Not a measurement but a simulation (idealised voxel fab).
Process module under the name voxel spacer lines
In the cross-section labelled cut, the width is 155 nm and each square cell is 5 nm.
The cross-sections in this document take the form of a grid made of square cells. They are written out as bands, in order from top to bottom. Each band consists of one or more rows of cells. Band: top and bottom heights (nm) first, top before bottom; then materials from left to right, widths in nm. "all across" marks a sole material filling the band edge to edge. "air" denotes empty space. Zero point of the height axis is 0; under it, received wafer = one material. Lowest band: continues down indefinitely, "0 -> down". Per-row width for "30->40": begins at first number (top row of band), ends at second number (bottom row), increment between rows held constant. "no modification" -> step changed no cross-section cell. For the entry "Unvented internal voids", the listed items are empty spaces with no open way to the top whose size is 8 cells or more; each item follows the pattern width x height at distance, where distance is from the left edge and all three are in nm. It should be noted that, on the line of a given step, the content following the step's settings is a remark produced by the simulator itself with respect to that step. The line of a step may include "overlay nm". On a step with a mask, this value is how far to the right of its planned place the mask lay. A negative value means the mask lay to the left.
Process steps (planned)
1. RECEIVE: material Si
2. CONFORMAL_DEP: material Al2O3, thk nm 5
3. DIRECTIONAL_DEP: material SiN, thk nm 10
4. DIRECTIONAL_DEP: material polySi, thk nm 20
5. PATTERN: tone cover, mask id MANDREL, material resist, width nm 25, pitch nm 70, thk nm 25, overlay nm 0
6. DIRECTIONAL_ETCH: etch materials polySi, depth nm 20
7. STRIP: etch materials resist
8. CONFORMAL_DEP: material SiO2, thk nm 10
9. DIRECTIONAL_ETCH: etch materials SiO2, depth nm 10
10. STRIP: etch materials polySi
11. DIRECTIONAL_ETCH: etch materials SiN, depth nm 10
12. STRIP: etch materials SiO2
Cross-section of the wafer as it came to us, i.e., already through step 1
	0 -> down: Si all across
	Unvented internal voids: none
End state of the module in cross-section, given the above starting point and plan and one mistake in execution
	15 -> 5: air 30 nm  SiN 10 nm  air 5 nm  SiN 10 nm  air 45 nm  SiN 10 nm  air 5 nm  SiN 10 nm  air 30 nm
	5 -> 0: Al2O3 all across
	0 -> down: Si all across
	Unvented internal voids: none
Plan not followed: step 5 was processed under conditions differing from the plan, specifically as PATTERN: tone open, mask id MANDREL, material resist, width nm 25, pitch nm 70, thk nm 25, overlay nm 0
